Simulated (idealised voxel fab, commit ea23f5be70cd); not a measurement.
process module | voxel quadruple lines
cross-section cut | 280 nm wide | cells 5 nm
A cross-section is a grid of square cells, given in bands from the top down. A band is one or more rows of cells.
Each band's line starts with the height of the band's top and of its bottom, in nm. Then come its materials from left to right, each with its width in nm. One material with "throughout" fills the band from edge to edge. "air" is empty space.
Height 0 is the level under which the wafer as received is all one material. The lowest band goes on downwards, as in "0 down".
A width such as "30 to 40" changes by the same amount from each row of cells to the next, from the band's top row to its bottom row.
"no change" after a step means that no cell of the cross-section changed.
closed voids: empty space of 8 cells or more with no open way to the top, each as width x height at its distance from the left edge, in nm
after a step's settings: what the simulator itself notes on the step
overlay nm, on a step with a mask: how far to the right of its planned place the mask lay; to the left if negative
plan
1 op RECEIVE | material Si
2 op CONFORMAL_DEP | material SiO2 | thk nm 5
3 op DIRECTIONAL_DEP | material W | thk nm 10
4 op DIRECTIONAL_DEP | material polySi | thk nm 15
5 op DIRECTIONAL_DEP | material aC | thk nm 25
6 op PATTERN | tone cover | mask id MANDREL | material resist | width nm 30 | thk nm 35 | overlay nm 0
7 op DIRECTIONAL_ETCH | etch materials aC | depth nm 25
8 op STRIP | etch materials resist
9 op CONFORMAL_DEP | material SiO2 | thk nm 10
10 op DIRECTIONAL_ETCH | etch materials SiO2 | depth nm 10
11 op STRIP | etch materials aC
12 op DIRECTIONAL_ETCH | etch materials polySi | depth nm 15
13 op STRIP | etch materials SiO2
14 op CONFORMAL_DEP | material SiN | thk nm 10
15 op DIRECTIONAL_ETCH | etch materials SiN | depth nm 10
16 op STRIP | etch materials polySi
17 op DIRECTIONAL_ETCH | etch materials W | depth nm 5
18 op STRIP | etch materials SiN
varied across the wafers: depth nm of step 17. The plan shows the first wafer's value. All wafers start alike
first wafer as received, after step 1
  0 down: Si throughout
  closed voids: none
each wafer at the end: cells of each material gained (+) or lost (-) since it was received, then its closed voids
depth nm 5 | +56 SiO2 | +64 W | closed voids: none
depth nm 10 | +56 SiO2 | +16 W | closed voids: none
depth nm 15 | +56 SiO2 | +16 W | closed voids: none
depth nm 20 | +56 SiO2 | +16 W | closed voids: none
depth nm 25 | +56 SiO2 | +16 W | closed voids: none
